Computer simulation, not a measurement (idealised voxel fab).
process module | voxel wiring stack
cross-section cut | 170 nm wide | cells 5 nm
A cross-section is a grid of square cells, given in bands from the top down. A band is one or more rows of cells.
Each band's line starts with the height of the band's top and of its bottom, in nm. Then come its materials from left to right, each with its width in nm. One material with "throughout" fills the band from edge to edge. "air" is empty space.
Height 0 is the level under which the wafer as received is all one material. The lowest band goes on downwards, as in "0 down".
A width such as "30 to 40" changes by the same amount from each row of cells to the next, from the band's top row to its bottom row.
"no change" after a step means that no cell of the cross-section changed.
closed voids: empty space of 8 cells or more with no open way to the top, each as width x height at its distance from the left edge, in nm
after a step's settings: what the simulator itself notes on the step
overlay nm, on a step with a mask: how far to the right of its planned place the mask lay; to the left if negative
plan
1 op RECEIVE | material Si
2 op CONFORMAL_DEP | material SiO2 | thk nm 15
3 op DIRECTIONAL_DEP | material TiN | thk nm 5
4 op DIRECTIONAL_DEP | material W | thk nm 20
5 op PATTERN | tone cover | mask id METAL_1 | material resist | width nm 20 | pitch nm 45 | thk nm 20 | overlay nm 0
6 op DIRECTIONAL_ETCH | etch materials W | depth nm 20
7 op DIRECTIONAL_ETCH | etch materials TiN | depth nm 5
8 op STRIP | etch materials resist
9 op CONFORMAL_DEP | material SiCN | thk nm 5
10 op FILL_DEP | material lowk | thk nm 10
11 op CMP | height nm 40
12 op CONFORMAL_DEP | material SiCN | thk nm 5
13 op DIRECTIONAL_DEP | material lowk | thk nm 10
14 op DIRECTIONAL_DEP | material aC | thk nm 10
15 op PATTERN | tone open | mask id PLUG_1 | material resist | width nm 15 | pitch nm 45 | thk nm 30 | overlay nm 0
16 op DIRECTIONAL_ETCH | etch materials aC | depth nm 10
17 op STRIP | etch materials resist
18 op DIRECTIONAL_ETCH | etch materials lowk | depth nm 10
19 op DIRECTIONAL_ETCH | etch materials SiCN | depth nm 5
20 op STRIP | etch materials aC
21 op EPI | material Ru | thk nm 10
22 op EPI | material Ru | thk nm 5
23 op CONFORMAL_DEP | material SiCN | thk nm 5
24 op DIRECTIONAL_DEP | material SiO2 | thk nm 25
25 op DIRECTIONAL_DEP | material aC | thk nm 15
26 op PATTERN | tone open | mask id METAL_2 | material resist | width nm 20 | pitch nm 45 | thk nm 30 | overlay nm 0
27 op DIRECTIONAL_ETCH | etch materials aC | depth nm 15
28 op STRIP | etch materials resist
29 op DIRECTIONAL_ETCH | etch materials SiO2 | depth nm 25
30 op DIRECTIONAL_ETCH | etch materials SiCN | depth nm 5
31 op STRIP | etch materials aC
32 op CONFORMAL_DEP | material TiN | thk nm 5
33 op FILL_DEP | material Cu | thk nm 10
34 op CMP | height nm 85
35 op CONFORMAL_DEP | material SiCN | thk nm 5
36 op DIRECTIONAL_DEP | material SiO2 | thk nm 30
37 op MASKED_ETCH | tone open | mask id METAL_3_HOLES | width nm 15 | pitch nm 45 | etch materials SiO2 | depth nm 30 | overlay nm 0
38 op MASKED_ETCH | tone open | mask id METAL_3 | width nm 20 | pitch nm 45 | etch materials SiO2 | depth nm 20 | overlay nm 0
39 op MASKED_ETCH | tone open | mask id METAL_3 | width nm 20 | pitch nm 45 | etch materials SiCN | depth nm 5 | overlay nm 0
40 op CONFORMAL_DEP | material TiN | thk nm 5
41 op FILL_DEP | material Ru | thk nm 5
42 op CMP | height nm 120
43 op CONFORMAL_DEP | material SiCN | thk nm 5
44 op DIRECTIONAL_DEP | material SiO2 | thk nm 30
45 op MASKED_ETCH | tone open | mask id METAL_4_HOLES | width nm 15 | pitch nm 90 | etch materials SiO2 | depth nm 30 | overlay nm 0
46 op MASKED_ETCH | tone open | mask id METAL_4 | width nm 20 | pitch nm 45 | etch materials SiO2 | depth nm 20 | overlay nm 0
47 op MASKED_ETCH | tone open | mask id METAL_4 | width nm 20 | pitch nm 45 | etch materials SiCN | depth nm 5 | overlay nm 0
48 op CONFORMAL_DEP | material TiN | thk nm 5
49 op FILL_DEP | material Ru | thk nm 5
50 op CMP | height nm 155
51 op CONFORMAL_DEP | material SiN | thk nm 5
first wafer, as planned
as received, after step 1
  0 down: Si throughout
  closed voids: none
after step 2
  15 to 0: SiO2 throughout
  below 0: unchanged
after step 3
  20 to 15: TiN throughout
  below 15: unchanged
after step 4
  40 to 20: W throughout
  below 20: unchanged
after step 5
  60 to 40: air 30 | resist 20 | air 25 | resist 20 | air 25 | resist 20 | air 30
  below 40: unchanged
after step 6
  60 to 40: air 30 | resist 20 | air 25 | resist 20 | air 25 | resist 20 | air 30
  40 to 20: air 30 | W 20 | air 25 | W 20 | air 25 | W 20 | air 30
  below 20: unchanged
after step 7
  60 to 40: air 30 | resist 20 | air 25 | resist 20 | air 25 | resist 20 | air 30
  40 to 20: air 30 | W 20 | air 25 | W 20 | air 25 | W 20 | air 30
  20 to 15: air 30 | TiN 20 | air 25 | TiN 20 | air 25 | TiN 20 | air 30
  below 15: unchanged
after step 8
  40 to 20: air 30 | W 20 | air 25 | W 20 | air 25 | W 20 | air 30
  below 20: unchanged
after step 9
  45 to 40: air 25 | SiCN 30 | air 15 | SiCN 30 | air 15 | SiCN 30 | air 25
  40 to 20: air 25 | SiCN 5 | W 20 | SiCN 5 | air 15 | SiCN 5 | W 20 | SiCN 5 | air 15 | SiCN 5 | W 20 | SiCN 5 | air 25
  20 to 15: SiCN 30 | TiN 20 | SiCN 25 | TiN 20 | SiCN 25 | TiN 20 | SiCN 30
  below 15: unchanged
after step 10
  55 to 45: lowk throughout
  45 to 40: lowk 25 | SiCN 30 | lowk 15 | SiCN 30 | lowk 15 | SiCN 30 | lowk 25
  40 to 20: lowk 25 | SiCN 5 | W 20 | SiCN 5 | lowk 15 | SiCN 5 | W 20 | SiCN 5 | lowk 15 | SiCN 5 | W 20 | SiCN 5 | lowk 25
  below 20: unchanged
after step 11
  40 to 20: lowk 25 | SiCN 5 | W 20 | SiCN 5 | lowk 15 | SiCN 5 | W 20 | SiCN 5 | lowk 15 | SiCN 5 | W 20 | SiCN 5 | lowk 25
  below 20: unchanged
after step 12
  45 to 40: SiCN throughout
  below 40: unchanged
after step 13
  55 to 45: lowk throughout
  below 45: unchanged
after step 14
  65 to 55: aC throughout
  below 55: unchanged
after step 15
  95 to 65: resist 30 | air 15 | resist 30 | air 15 | resist 30 | air 15 | resist 35
  below 65: unchanged
after step 16
  85 to 65: resist 30 | air 15 | resist 30 | air 15 | resist 30 | air 15 | resist 35
  65 to 55: aC 30 | air 15 | aC 30 | air 15 | aC 30 | air 15 | aC 35
  below 55: unchanged
after step 17
  65 to 55: aC 30 | air 15 | aC 30 | air 15 | aC 30 | air 15 | aC 35
  below 55: unchanged
after step 18
  65 to 55: aC 30 | air 15 | aC 30 | air 15 | aC 30 | air 15 | aC 35
  55 to 45: lowk 30 | air 15 | lowk 30 | air 15 | lowk 30 | air 15 | lowk 35
  below 45: unchanged
after step 19
  65 to 55: aC 30 | air 15 | aC 30 | air 15 | aC 30 | air 15 | aC 35
  55 to 45: lowk 30 | air 15 | lowk 30 | air 15 | lowk 30 | air 15 | lowk 35
  45 to 40: SiCN 30 | air 15 | SiCN 30 | air 15 | SiCN 30 | air 15 | SiCN 35
  below 40: unchanged
after step 20
  55 to 45: lowk 30 | air 15 | lowk 30 | air 15 | lowk 30 | air 15 | lowk 35
  below 45: unchanged
after step 21
  55 to 50: lowk 30 | air 15 | lowk 30 | air 15 | lowk 30 | air 15 | lowk 35
  50 to 45: lowk 30 | Ru 15 | lowk 30 | Ru 15 | lowk 30 | Ru 15 | lowk 35
  45 to 40: SiCN 30 | Ru 15 | SiCN 30 | Ru 15 | SiCN 30 | Ru 15 | SiCN 35
  below 40: unchanged
after step 22
  55 to 45: lowk 30 | Ru 15 | lowk 30 | Ru 15 | lowk 30 | Ru 15 | lowk 35
  below 45: unchanged
after step 23
  60 to 55: SiCN throughout
  below 55: unchanged
after step 24
  85 to 60: SiO2 throughout
  below 60: unchanged
after step 25
  100 to 85: aC throughout
  below 85: unchanged
after step 26
  130 to 100: resist 30 | air 20 | resist 25 | air 20 | resist 25 | air 20 | resist 30
  below 100: unchanged
after step 27
  115 to 100: resist 30 | air 20 | resist 25 | air 20 | resist 25 | air 20 | resist 30
  100 to 85: aC 30 | air 20 | aC 25 | air 20 | aC 25 | air 20 | aC 30
  below 85: unchanged
after step 28
  100 to 85: aC 30 | air 20 | aC 25 | air 20 | aC 25 | air 20 | aC 30
  below 85: unchanged
after step 29
  100 to 85: aC 30 | air 20 | aC 25 | air 20 | aC 25 | air 20 | aC 30
  85 to 60: SiO2 30 | air 20 | SiO2 25 | air 20 | SiO2 25 | air 20 | SiO2 30
  below 60: unchanged
after step 30
  100 to 85: aC 30 | air 20 | aC 25 | air 20 | aC 25 | air 20 | aC 30
  85 to 60: SiO2 30 | air 20 | SiO2 25 | air 20 | SiO2 25 | air 20 | SiO2 30
  60 to 55: SiCN 30 | air 20 | SiCN 25 | air 20 | SiCN 25 | air 20 | SiCN 30
  below 55: unchanged
after step 31
  85 to 60: SiO2 30 | air 20 | SiO2 25 | air 20 | SiO2 25 | air 20 | SiO2 30
  below 60: unchanged
after step 32
  90 to 85: TiN 35 | air 10 | TiN 35 | air 10 | TiN 35 | air 10 | TiN 35
  85 to 60: SiO2 30 | TiN 5 | air 10 | TiN 5 | SiO2 25 | TiN 5 | air 10 | TiN 5 | SiO2 25 | TiN 5 | air 10 | TiN 5 | SiO2 30
  60 to 55: SiCN 30 | TiN 20 | SiCN 25 | TiN 20 | SiCN 25 | TiN 20 | SiCN 30
  below 55: unchanged
after step 33
  100 to 90: Cu throughout
  90 to 85: TiN 35 | Cu 10 | TiN 35 | Cu 10 | TiN 35 | Cu 10 | TiN 35
  85 to 60: SiO2 30 | TiN 5 | Cu 10 | TiN 5 | SiO2 25 | TiN 5 | Cu 10 | TiN 5 | SiO2 25 | TiN 5 | Cu 10 | TiN 5 | SiO2 30
  below 60: unchanged
after step 34
  85 to 60: SiO2 30 | TiN 5 | Cu 10 | TiN 5 | SiO2 25 | TiN 5 | Cu 10 | TiN 5 | SiO2 25 | TiN 5 | Cu 10 | TiN 5 | SiO2 30
  below 60: unchanged
after step 35
  90 to 85: SiCN throughout
  below 85: unchanged
after step 36
  120 to 90: SiO2 throughout
  below 90: unchanged
after step 37
  120 to 90: SiO2 30 | air 15 | SiO2 30 | air 15 | SiO2 30 | air 15 | SiO2 35
  below 90: unchanged
after step 38
  120 to 100: SiO2 30 | air 20 | SiO2 25 | air 20 | SiO2 25 | air 20 | SiO2 30
  below 100: unchanged
after step 39
  120 to 100: SiO2 30 | air 20 | SiO2 25 | air 20 | SiO2 25 | air 20 | SiO2 30
  100 to 90: SiO2 30 | air 15 | SiO2 30 | air 15 | SiO2 30 | air 15 | SiO2 35
  90 to 85: SiCN 30 | air 15 | SiCN 30 | air 15 | SiCN 30 | air 15 | SiCN 35
  below 85: unchanged
after step 40
  125 to 120: TiN 35 | air 10 | TiN 35 | air 10 | TiN 35 | air 10 | TiN 35
  120 to 105: SiO2 30 | TiN 5 | air 10 | TiN 5 | SiO2 25 | TiN 5 | air 10 | TiN 5 | SiO2 25 | TiN 5 | air 10 | TiN 5 | SiO2 30
  105 to 100: SiO2 30 | TiN 5 | air 5 | TiN 10 | SiO2 25 | TiN 5 | air 5 | TiN 10 | SiO2 25 | TiN 5 | air 5 | TiN 10 | SiO2 30
  100 to 90: SiO2 30 | TiN 5 | air 5 | TiN 5 | SiO2 30 | TiN 5 | air 5 | TiN 5 | SiO2 30 | TiN 5 | air 5 | TiN 5 | SiO2 35
  90 to 85: SiCN 30 | TiN 15 | SiCN 30 | TiN 15 | SiCN 30 | TiN 15 | SiCN 35
  below 85: unchanged
after step 41
  130 to 125: Ru throughout
  125 to 120: TiN 35 | Ru 10 | TiN 35 | Ru 10 | TiN 35 | Ru 10 | TiN 35
  120 to 105: SiO2 30 | TiN 5 | Ru 10 | TiN 5 | SiO2 25 | TiN 5 | Ru 10 | TiN 5 | SiO2 25 | TiN 5 | Ru 10 | TiN 5 | SiO2 30
  105 to 100: SiO2 30 | TiN 5 | Ru 5 | TiN 10 | SiO2 25 | TiN 5 | Ru 5 | TiN 10 | SiO2 25 | TiN 5 | Ru 5 | TiN 10 | SiO2 30
  100 to 90: SiO2 30 | TiN 5 | Ru 5 | TiN 5 | SiO2 30 | TiN 5 | Ru 5 | TiN 5 | SiO2 30 | TiN 5 | Ru 5 | TiN 5 | SiO2 35
  below 90: unchanged
after step 42
  120 to 105: SiO2 30 | TiN 5 | Ru 10 | TiN 5 | SiO2 25 | TiN 5 | Ru 10 | TiN 5 | SiO2 25 | TiN 5 | Ru 10 | TiN 5 | SiO2 30
  below 105: unchanged
after step 43
  125 to 120: SiCN throughout
  below 120: unchanged
after step 44
  155 to 125: SiO2 throughout
  below 125: unchanged
after step 45
  155 to 125: SiO2 30 | air 15 | SiO2 75 | air 15 | SiO2 35
  below 125: unchanged
after step 46
  155 to 135: SiO2 30 | air 20 | SiO2 25 | air 20 | SiO2 25 | air 20 | SiO2 30
  below 135: unchanged
after step 47
  155 to 135: SiO2 30 | air 20 | SiO2 25 | air 20 | SiO2 25 | air 20 | SiO2 30
  135 to 125: SiO2 30 | air 15 | SiO2 75 | air 15 | SiO2 35
  125 to 120: SiCN 30 | air 15 | SiCN 75 | air 15 | SiCN 35
  below 120: unchanged
after step 48
  160 to 155: TiN 35 | air 10 | TiN 35 | air 10 | TiN 35 | air 10 | TiN 35
  155 to 140: SiO2 30 | TiN 5 | air 10 | TiN 5 | SiO2 25 | TiN 5 | air 10 | TiN 5 | SiO2 25 | TiN 5 | air 10 | TiN 5 | SiO2 30
  140 to 135: SiO2 30 | TiN 5 | air 5 | TiN 10 | SiO2 25 | TiN 20 | SiO2 25 | TiN 5 | air 5 | TiN 10 | SiO2 30
  135 to 125: SiO2 30 | TiN 5 | air 5 | TiN 5 | SiO2 75 | TiN 5 | air 5 | TiN 5 | SiO2 35
  125 to 120: SiCN 30 | TiN 15 | SiCN 75 | TiN 15 | SiCN 35
  below 120: unchanged
after step 49
  165 to 160: Ru throughout
  160 to 155: TiN 35 | Ru 10 | TiN 35 | Ru 10 | TiN 35 | Ru 10 | TiN 35
  155 to 140: SiO2 30 | TiN 5 | Ru 10 | TiN 5 | SiO2 25 | TiN 5 | Ru 10 | TiN 5 | SiO2 25 | TiN 5 | Ru 10 | TiN 5 | SiO2 30
  140 to 135: SiO2 30 | TiN 5 | Ru 5 | TiN 10 | SiO2 25 | TiN 20 | SiO2 25 | TiN 5 | Ru 5 | TiN 10 | SiO2 30
  135 to 125: SiO2 30 | TiN 5 | Ru 5 | TiN 5 | SiO2 75 | TiN 5 | Ru 5 | TiN 5 | SiO2 35
  below 125: unchanged
after step 50
  155 to 140: SiO2 30 | TiN 5 | Ru 10 | TiN 5 | SiO2 25 | TiN 5 | Ru 10 | TiN 5 | SiO2 25 | TiN 5 | Ru 10 | TiN 5 | SiO2 30
  below 140: unchanged
after step 51
  160 to 155: SiN throughout
  below 155: unchanged
second wafer: like start, like plan, one mistake. Through step 1 it matches the first wafer
when step 2 should have ended
  30 to 0: SiO2 throughout
  below 0: unchanged
when step 3 should have ended
  35 to 30: TiN throughout
  below 30: unchanged
when step 4 should have ended
  55 to 35: W throughout
  below 35: unchanged
when step 5 should have ended
  75 to 55: air 30 | resist 20 | air 25 | resist 20 | air 25 | resist 20 | air 30
  below 55: unchanged
when step 6 should have ended
  75 to 55: air 30 | resist 20 | air 25 | resist 20 | air 25 | resist 20 | air 30
  55 to 35: air 30 | W 20 | air 25 | W 20 | air 25 | W 20 | air 30
  below 35: unchanged
when step 7 should have ended
  75 to 55: air 30 | resist 20 | air 25 | resist 20 | air 25 | resist 20 | air 30
  55 to 35: air 30 | W 20 | air 25 | W 20 | air 25 | W 20 | air 30
  35 to 30: air 30 | TiN 20 | air 25 | TiN 20 | air 25 | TiN 20 | air 30
  below 30: unchanged
when step 8 should have ended
  55 to 35: air 30 | W 20 | air 25 | W 20 | air 25 | W 20 | air 30
  below 35: unchanged
when step 9 should have ended
  60 to 55: air 25 | SiCN 30 | air 15 | SiCN 30 | air 15 | SiCN 30 | air 25
  55 to 35: air 25 | SiCN 5 | W 20 | SiCN 5 | air 15 | SiCN 5 | W 20 | SiCN 5 | air 15 | SiCN 5 | W 20 | SiCN 5 | air 25
  35 to 30: SiCN 30 | TiN 20 | SiCN 25 | TiN 20 | SiCN 25 | TiN 20 | SiCN 30
  below 30: unchanged
when step 10 should have ended
  70 to 60: lowk throughout
  60 to 55: lowk 25 | SiCN 30 | lowk 15 | SiCN 30 | lowk 15 | SiCN 30 | lowk 25
  55 to 35: lowk 25 | SiCN 5 | W 20 | SiCN 5 | lowk 15 | SiCN 5 | W 20 | SiCN 5 | lowk 15 | SiCN 5 | W 20 | SiCN 5 | lowk 25
  below 35: unchanged
when step 11 should have ended
  40 to 35: lowk 25 | SiCN 5 | W 20 | SiCN 5 | lowk 15 | SiCN 5 | W 20 | SiCN 5 | lowk 15 | SiCN 5 | W 20 | SiCN 5 | lowk 25
  below 35: unchanged
when step 12 should have ended
  45 to 40: SiCN throughout
  below 40: unchanged
when step 13 should have ended
  55 to 45: lowk throughout
  below 45: unchanged
when step 14 should have ended
  65 to 55: aC throughout
  below 55: unchanged
when step 15 should have ended
  95 to 65: resist 30 | air 15 | resist 30 | air 15 | resist 30 | air 15 | resist 35
  below 65: unchanged
when step 16 should have ended
  85 to 65: resist 30 | air 15 | resist 30 | air 15 | resist 30 | air 15 | resist 35
  65 to 55: aC 30 | air 15 | aC 30 | air 15 | aC 30 | air 15 | aC 35
  below 55: unchanged
when step 17 should have ended
  65 to 55: aC 30 | air 15 | aC 30 | air 15 | aC 30 | air 15 | aC 35
  below 55: unchanged
when step 18 should have ended
  65 to 55: aC 30 | air 15 | aC 30 | air 15 | aC 30 | air 15 | aC 35
  55 to 45: lowk 30 | air 15 | lowk 30 | air 15 | lowk 30 | air 15 | lowk 35
  below 45: unchanged
when step 19 should have ended
  65 to 55: aC 30 | air 15 | aC 30 | air 15 | aC 30 | air 15 | aC 35
  55 to 45: lowk 30 | air 15 | lowk 30 | air 15 | lowk 30 | air 15 | lowk 35
  45 to 40: SiCN 30 | air 15 | SiCN 30 | air 15 | SiCN 30 | air 15 | SiCN 35
  below 40: unchanged
when step 20 should have ended
  55 to 45: lowk 30 | air 15 | lowk 30 | air 15 | lowk 30 | air 15 | lowk 35
  below 45: unchanged
when step 21 should have ended
  55 to 50: lowk 30 | air 15 | lowk 30 | air 15 | lowk 30 | air 15 | lowk 35
  50 to 45: lowk 30 | Ru 15 | lowk 30 | Ru 15 | lowk 30 | Ru 15 | lowk 35
  45 to 40: SiCN 30 | Ru 15 | SiCN 30 | Ru 15 | SiCN 30 | Ru 15 | SiCN 35
  below 40: unchanged
when step 22 should have ended
  55 to 45: lowk 30 | Ru 15 | lowk 30 | Ru 15 | lowk 30 | Ru 15 | lowk 35
  below 45: unchanged
when step 23 should have ended
  60 to 55: SiCN throughout
  below 55: unchanged
when step 24 should have ended
  85 to 60: SiO2 throughout
  below 60: unchanged
when step 25 should have ended
  100 to 85: aC throughout
  below 85: unchanged
when step 26 should have ended
  130 to 100: resist 30 | air 20 | resist 25 | air 20 | resist 25 | air 20 | resist 30
  below 100: unchanged
when step 27 should have ended
  115 to 100: resist 30 | air 20 | resist 25 | air 20 | resist 25 | air 20 | resist 30
  100 to 85: aC 30 | air 20 | aC 25 | air 20 | aC 25 | air 20 | aC 30
  below 85: unchanged
when step 28 should have ended
  100 to 85: aC 30 | air 20 | aC 25 | air 20 | aC 25 | air 20 | aC 30
  below 85: unchanged
when step 29 should have ended
  100 to 85: aC 30 | air 20 | aC 25 | air 20 | aC 25 | air 20 | aC 30
  85 to 60: SiO2 30 | air 20 | SiO2 25 | air 20 | SiO2 25 | air 20 | SiO2 30
  below 60: unchanged
when step 30 should have ended
  100 to 85: aC 30 | air 20 | aC 25 | air 20 | aC 25 | air 20 | aC 30
  85 to 60: SiO2 30 | air 20 | SiO2 25 | air 20 | SiO2 25 | air 20 | SiO2 30
  60 to 55: SiCN 30 | air 20 | SiCN 25 | air 20 | SiCN 25 | air 20 | SiCN 30
  below 55: unchanged
when step 31 should have ended
  85 to 60: SiO2 30 | air 20 | SiO2 25 | air 20 | SiO2 25 | air 20 | SiO2 30
  below 60: unchanged
when step 32 should have ended
  90 to 85: TiN 35 | air 10 | TiN 35 | air 10 | TiN 35 | air 10 | TiN 35
  85 to 60: SiO2 30 | TiN 5 | air 10 | TiN 5 | SiO2 25 | TiN 5 | air 10 | TiN 5 | SiO2 25 | TiN 5 | air 10 | TiN 5 | SiO2 30
  60 to 55: SiCN 30 | TiN 20 | SiCN 25 | TiN 20 | SiCN 25 | TiN 20 | SiCN 30
  below 55: unchanged
when step 33 should have ended
  100 to 90: Cu throughout
  90 to 85: TiN 35 | Cu 10 | TiN 35 | Cu 10 | TiN 35 | Cu 10 | TiN 35
  85 to 60: SiO2 30 | TiN 5 | Cu 10 | TiN 5 | SiO2 25 | TiN 5 | Cu 10 | TiN 5 | SiO2 25 | TiN 5 | Cu 10 | TiN 5 | SiO2 30
  below 60: unchanged
when step 34 should have ended
  85 to 60: SiO2 30 | TiN 5 | Cu 10 | TiN 5 | SiO2 25 | TiN 5 | Cu 10 | TiN 5 | SiO2 25 | TiN 5 | Cu 10 | TiN 5 | SiO2 30
  below 60: unchanged
when step 35 should have ended
  90 to 85: SiCN throughout
  below 85: unchanged
when step 36 should have ended
  120 to 90: SiO2 throughout
  below 90: unchanged
when step 37 should have ended
  120 to 90: SiO2 30 | air 15 | SiO2 30 | air 15 | SiO2 30 | air 15 | SiO2 35
  below 90: unchanged
when step 38 should have ended
  120 to 100: SiO2 30 | air 20 | SiO2 25 | air 20 | SiO2 25 | air 20 | SiO2 30
  below 100: unchanged
when step 39 should have ended
  120 to 100: SiO2 30 | air 20 | SiO2 25 | air 20 | SiO2 25 | air 20 | SiO2 30
  100 to 90: SiO2 30 | air 15 | SiO2 30 | air 15 | SiO2 30 | air 15 | SiO2 35
  90 to 85: SiCN 30 | air 15 | SiCN 30 | air 15 | SiCN 30 | air 15 | SiCN 35
  below 85: unchanged
when step 40 should have ended
  125 to 120: TiN 35 | air 10 | TiN 35 | air 10 | TiN 35 | air 10 | TiN 35
  120 to 105: SiO2 30 | TiN 5 | air 10 | TiN 5 | SiO2 25 | TiN 5 | air 10 | TiN 5 | SiO2 25 | TiN 5 | air 10 | TiN 5 | SiO2 30
  105 to 100: SiO2 30 | TiN 5 | air 5 | TiN 10 | SiO2 25 | TiN 5 | air 5 | TiN 10 | SiO2 25 | TiN 5 | air 5 | TiN 10 | SiO2 30
  100 to 90: SiO2 30 | TiN 5 | air 5 | TiN 5 | SiO2 30 | TiN 5 | air 5 | TiN 5 | SiO2 30 | TiN 5 | air 5 | TiN 5 | SiO2 35
  90 to 85: SiCN 30 | TiN 15 | SiCN 30 | TiN 15 | SiCN 30 | TiN 15 | SiCN 35
  below 85: unchanged
when step 41 should have ended
  130 to 125: Ru throughout
  125 to 120: TiN 35 | Ru 10 | TiN 35 | Ru 10 | TiN 35 | Ru 10 | TiN 35
  120 to 105: SiO2 30 | TiN 5 | Ru 10 | TiN 5 | SiO2 25 | TiN 5 | Ru 10 | TiN 5 | SiO2 25 | TiN 5 | Ru 10 | TiN 5 | SiO2 30
  105 to 100: SiO2 30 | TiN 5 | Ru 5 | TiN 10 | SiO2 25 | TiN 5 | Ru 5 | TiN 10 | SiO2 25 | TiN 5 | Ru 5 | TiN 10 | SiO2 30
  100 to 90: SiO2 30 | TiN 5 | Ru 5 | TiN 5 | SiO2 30 | TiN 5 | Ru 5 | TiN 5 | SiO2 30 | TiN 5 | Ru 5 | TiN 5 | SiO2 35
  below 90: unchanged
when step 42 should have ended
  120 to 105: SiO2 30 | TiN 5 | Ru 10 | TiN 5 | SiO2 25 | TiN 5 | Ru 10 | TiN 5 | SiO2 25 | TiN 5 | Ru 10 | TiN 5 | SiO2 30
  below 105: unchanged
when step 43 should have ended
  125 to 120: SiCN throughout
  below 120: unchanged
when step 44 should have ended
  155 to 125: SiO2 throughout
  below 125: unchanged
when step 45 should have ended
  155 to 125: SiO2 30 | air 15 | SiO2 75 | air 15 | SiO2 35
  below 125: unchanged
when step 46 should have ended
  155 to 135: SiO2 30 | air 20 | SiO2 25 | air 20 | SiO2 25 | air 20 | SiO2 30
  below 135: unchanged
when step 47 should have ended
  155 to 135: SiO2 30 | air 20 | SiO2 25 | air 20 | SiO2 25 | air 20 | SiO2 30
  135 to 125: SiO2 30 | air 15 | SiO2 75 | air 15 | SiO2 35
  125 to 120: SiCN 30 | air 15 | SiCN 75 | air 15 | SiCN 35
  below 120: unchanged
when step 48 should have ended
  160 to 155: TiN 35 | air 10 | TiN 35 | air 10 | TiN 35 | air 10 | TiN 35
  155 to 140: SiO2 30 | TiN 5 | air 10 | TiN 5 | SiO2 25 | TiN 5 | air 10 | TiN 5 | SiO2 25 | TiN 5 | air 10 | TiN 5 | SiO2 30
  140 to 135: SiO2 30 | TiN 5 | air 5 | TiN 10 | SiO2 25 | TiN 20 | SiO2 25 | TiN 5 | air 5 | TiN 10 | SiO2 30
  135 to 125: SiO2 30 | TiN 5 | air 5 | TiN 5 | SiO2 75 | TiN 5 | air 5 | TiN 5 | SiO2 35
  125 to 120: SiCN 30 | TiN 15 | SiCN 75 | TiN 15 | SiCN 35
  below 120: unchanged
when step 49 should have ended
  165 to 160: Ru throughout
  160 to 155: TiN 35 | Ru 10 | TiN 35 | Ru 10 | TiN 35 | Ru 10 | TiN 35
  155 to 140: SiO2 30 | TiN 5 | Ru 10 | TiN 5 | SiO2 25 | TiN 5 | Ru 10 | TiN 5 | SiO2 25 | TiN 5 | Ru 10 | TiN 5 | SiO2 30
  140 to 135: SiO2 30 | TiN 5 | Ru 5 | TiN 10 | SiO2 25 | TiN 20 | SiO2 25 | TiN 5 | Ru 5 | TiN 10 | SiO2 30
  135 to 125: SiO2 30 | TiN 5 | Ru 5 | TiN 5 | SiO2 75 | TiN 5 | Ru 5 | TiN 5 | SiO2 35
  below 125: unchanged
when step 50 should have ended
  155 to 140: SiO2 30 | TiN 5 | Ru 10 | TiN 5 | SiO2 25 | TiN 5 | Ru 10 | TiN 5 | SiO2 25 | TiN 5 | Ru 10 | TiN 5 | SiO2 30
  below 140: unchanged
when step 51 should have ended
  160 to 155: SiN throughout
  below 155: unchanged
what went wrong: step 2 was run twice
at the end the second wafer has, in cells: 18 fewer of SiCN | 102 more of SiO2 | 36 fewer of W | 48 fewer of lowk
